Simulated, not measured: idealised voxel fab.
This section sets out a process module, namely voxel transistor to metal.
FYI the section here is cut, 300 nm wide, cells are 5 nm squares.
In this document a cross-section is written as a grid of square cells. It is given as a series of bands, listed from the top down, and a band is one or more rows of cells. Band: top height; bottom height; in nm. Then, left to right: material with width in nm, for each material. "all across": a single material spanning edge to edge. "air": empty space. Heights are measured from 0, the level below which the as-received wafer is all one material; the lowest band has no bottom and continues downward, written as in "z 0 and below". When a width is written as two numbers, as in "30->40", the first number is the width in the top row of cells of the band and the second is the width in its bottom row, and the width changes by the same amount from each row to the next. Reading "changes: none" for a step: not a cell of the cross-section changed in it. Entry "Sealed-off cavities". Content: empty spaces with no open connection to the top, size 8 cells or greater. Each: width x height at distance. Distance: from left edge. Unit: nm. On each step's line, the part that comes after the settings is the simulator's own comment on the step. A step's line can hold "overlay nm"; with a mask on that step, the setting says how far right of the planned place the mask lay, while a negative setting says it lay to the left.
STEPS IN THE PROCESS PLAN
- 1: RECEIVE (material Si)
- 2: CONFORMAL_DEP (material SiO2; thk nm 5)
- 3: CONFORMAL_DEP (material SiN; thk nm 15)
- 4: PATTERN (tone cover; mask id ACTIVE; material resist; width nm 100; pitch nm 125; thk nm 15; overlay nm 0)
- 5: DIRECTIONAL_ETCH (etch materials SiN; depth nm 15)
- 6: DIRECTIONAL_ETCH (etch materials SiO2; depth nm 5)
- 7: DIRECTIONAL_ETCH (etch materials Si; depth nm 20)
- 8: STRIP (etch materials resist)
- 9: FILL_DEP (material SiO2; thk nm 10)
- 10: CMP (height nm 20)
- 11: SELECTIVE_ETCH (etch materials SiO2; depth nm 15)
- 12: STRIP (etch materials SiN)
- 13: SELECTIVE_ETCH (etch materials SiO2; depth nm 5)
- 14: OXIDIZE (depth nm 5)
- 15: DIRECTIONAL_DEP (material polySi; thk nm 30)
- 16: DIRECTIONAL_DEP (material SiCN; thk nm 10)
- 17: PATTERN (tone cover; mask id GATE; material resist; width nm 20; pitch nm 125; thk nm 20; overlay nm 0)
- 18: DIRECTIONAL_ETCH (etch materials SiCN; depth nm 20)
- 19: DIRECTIONAL_ETCH (etch materials polySi; depth nm 40)
- 20: STRIP (etch materials resist)
- 21: CONFORMAL_DEP (material SiO2; thk nm 5)
- 22: DIRECTIONAL_ETCH (etch materials SiO2; depth nm 5)
- 23: CONFORMAL_DEP (material SiN; thk nm 5)
- 24: DIRECTIONAL_ETCH (etch materials SiN; depth nm 5)
- 25: DIRECTIONAL_ETCH (etch materials SiO2; depth nm 5)
- 26: DIRECTIONAL_ETCH (etch materials Si; depth nm 10)
- 27: EPI (material pSi; thk nm 15)
- 28: FILL_DEP (material SiO2; thk nm 10)
- 29: CMP (height nm 40)
- 30: DIRECTIONAL_DEP (material SiO2; thk nm 10)
- 31: PATTERN (tone open; mask id CONTACT; material resist; width nm 30; thk nm 20; overlay nm 0)
- 32: DIRECTIONAL_ETCH (etch materials SiO2; depth nm 50)
- 33: STRIP (etch materials resist)
- 34: CONFORMAL_DEP (material TiN; thk nm 5)
- 35: FILL_DEP (material Ru; thk nm 5)
- 36: CMP (height nm 50)
- 37: DIRECTIONAL_DEP (material TiN; thk nm 5)
- 38: DIRECTIONAL_DEP (material W; thk nm 25)
- 39: DIRECTIONAL_DEP (material aC; thk nm 10)
- 40: PATTERN (tone cover; mask id METAL_1; material resist; width nm 15; thk nm 30; overlay nm 0)
- 41: DIRECTIONAL_ETCH (etch materials aC; depth nm 10)
- 42: STRIP (etch materials resist)
- 43: DIRECTIONAL_ETCH (etch materials W; depth nm 25)
- 44: DIRECTIONAL_ETCH (etch materials TiN; depth nm 5)
- 45: STRIP (etch materials aC)
- 46: CONFORMAL_DEP (material SiCN; thk nm 5)
- 47: FILL_DEP (material SiO2; thk nm 10)
- 48: CMP (height nm 80)
- 49: CONFORMAL_DEP (material SiCN; thk nm 5)
WAFER AT RECEIPT (POST STEP 1), CROSS-SECTION
  z 0 and below  Si all across
  Sealed-off cavities: none
LOOKING AT THE FIRST OF TWO WAFERS IN CROSS-SECTION AT END OF MODULE - RAN TO PLAN
  z 85 to 80  SiCN all across
  z 80 to 55  SiO2 (35); SiCN (5); W (15); SiCN (5); SiO2 (50); SiCN (5); W (15); SiCN (5); SiO2 (25); SiCN (5); W (15); SiCN (5); SiO2 (50); SiCN (5); W (15); SiCN (5); SiO2 (40)
  z 55 to 50  SiCN (40); TiN (15); SiCN (60); TiN (15); SiCN (35); TiN (15); SiCN (60); TiN (15); SiCN (45)
  z 50 to 40  SiO2 (40); TiN (5); Ru (20->15); TiN (5->10); SiO2 (30); TiN (5->10); Ru (20->15); TiN (5); SiO2 (35); TiN (5); Ru (20->15); TiN (5->10); SiO2 (30); TiN (5->10); Ru (20->15); TiN (5); SiO2 (45)
  z 40 to 30  SiO2 (40); TiN (5); Ru (15); TiN (5); SiN (5); SiO2 (5); SiCN (20); SiO2 (5); SiN (5); TiN (5); Ru (15); TiN (5); SiO2 (35); TiN (5); Ru (15); TiN (5); SiN (5); SiO2 (5); SiCN (20); SiO2 (5); SiN (5); TiN (5); Ru (15); TiN (5); SiO2 (45)
  z 30 to 15  SiO2 (40); TiN (5); Ru (15); TiN (5); SiN (5); SiO2 (5); polySi (20); SiO2 (5); SiN (5); TiN (5); Ru (15); TiN (5); SiO2 (35); TiN (5); Ru (15); TiN (5); SiN (5); SiO2 (5); polySi (20); SiO2 (5); SiN (5); TiN (5); Ru (15); TiN (5); SiO2 (45)
  z 15 to 10  SiO2 (40); TiN (25); SiN (5); SiO2 (5); polySi (20); SiO2 (5); SiN (5); TiN (25); SiO2 (35); TiN (25); SiN (5); SiO2 (5); polySi (20); SiO2 (5); SiN (5); TiN (25); SiO2 (45)
  z 10 to 0  SiO2 (40); TiN (10); pSi (15); SiN (5); SiO2 (5); polySi (20); SiO2 (5); SiN (5); pSi (15); TiN (10); SiO2 (35); TiN (10); pSi (15); SiN (5); SiO2 (5); polySi (20); SiO2 (5); SiN (5); pSi (15); TiN (10); SiO2 (45)
  z 0 to -5  SiO2 (30); pSi (35); SiO2 (40); pSi (35); SiO2 (15); pSi (35); SiO2 (40); pSi (35); SiO2 (35)
  z -5 to -15  SiO2 (35); pSi (30); Si (40); pSi (30); SiO2 (25); pSi (30); Si (40); pSi (30); SiO2 (40)
  z -15 to -20  SiO2 (35); Si (100); SiO2 (25); Si (100); SiO2 (40)
  z -20 and below  Si all across
  Sealed-off cavities: none
CROSS-SECTIONAL IMAGE OF THE SECOND WAFER OF THE TWO FOLLOWING COMPLETION OF THE MODULE. STARTING STATE AND PROCESS PLAN WERE THE SAME AS FOR THE FIRST WAFER; ONE EXECUTION ERROR OCCURRED
  z 85 to 80  SiCN all across
  z 80 to 55  W (40); SiCN (5); SiO2 (5); SiCN (5); W (60); SiCN (5); SiO2 (5); SiCN (5); W (35); SiCN (5); SiO2 (5); SiCN (5); W (60); SiCN (5); SiO2 (5); SiCN (5); W (45)
  z 55 to 50  TiN (40); SiCN (15); TiN (60); SiCN (15); TiN (35); SiCN (15); TiN (60); SiCN (15); TiN (45)
  z 50 to 40  SiO2 (40); TiN (5); Ru (20->15); TiN (5->10); SiO2 (30); TiN (5->10); Ru (20->15); TiN (5); SiO2 (35); TiN (5); Ru (20->15); TiN (5->10); SiO2 (30); TiN (5->10); Ru (20->15); TiN (5); SiO2 (45)
  z 40 to 30  SiO2 (40); TiN (5); Ru (15); TiN (5); SiN (5); SiO2 (5); SiCN (20); SiO2 (5); SiN (5); TiN (5); Ru (15); TiN (5); SiO2 (35); TiN (5); Ru (15); TiN (5); SiN (5); SiO2 (5); SiCN (20); SiO2 (5); SiN (5); TiN (5); Ru (15); TiN (5); SiO2 (45)
  z 30 to 15  SiO2 (40); TiN (5); Ru (15); TiN (5); SiN (5); SiO2 (5); polySi (20); SiO2 (5); SiN (5); TiN (5); Ru (15); TiN (5); SiO2 (35); TiN (5); Ru (15); TiN (5); SiN (5); SiO2 (5); polySi (20); SiO2 (5); SiN (5); TiN (5); Ru (15); TiN (5); SiO2 (45)
  z 15 to 10  SiO2 (40); TiN (25); SiN (5); SiO2 (5); polySi (20); SiO2 (5); SiN (5); TiN (25); SiO2 (35); TiN (25); SiN (5); SiO2 (5); polySi (20); SiO2 (5); SiN (5); TiN (25); SiO2 (45)
  z 10 to 0  SiO2 (40); TiN (10); pSi (15); SiN (5); SiO2 (5); polySi (20); SiO2 (5); SiN (5); pSi (15); TiN (10); SiO2 (35); TiN (10); pSi (15); SiN (5); SiO2 (5); polySi (20); SiO2 (5); SiN (5); pSi (15); TiN (10); SiO2 (45)
  z 0 to -5  SiO2 (30); pSi (35); SiO2 (40); pSi (35); SiO2 (15); pSi (35); SiO2 (40); pSi (35); SiO2 (35)
  z -5 to -15  SiO2 (35); pSi (30); Si (40); pSi (30); SiO2 (25); pSi (30); Si (40); pSi (30); SiO2 (40)
  z -15 to -20  SiO2 (35); Si (100); SiO2 (25); Si (100); SiO2 (40)
  z -20 and below  Si all across
  Sealed-off cavities: none
Where did the run depart from the plan? step 40: run off-plan, actual operation and settings PATTERN (tone open; mask id METAL_1; material resist; width nm 15; thk nm 30; overlay nm 0)
It is noted that, at the conclusion of processing, the second wafer exhibits a higher or lower cell count for certain materials relative to the first: -36 SiCN | -180 SiO2 | +36 TiN | +180 W
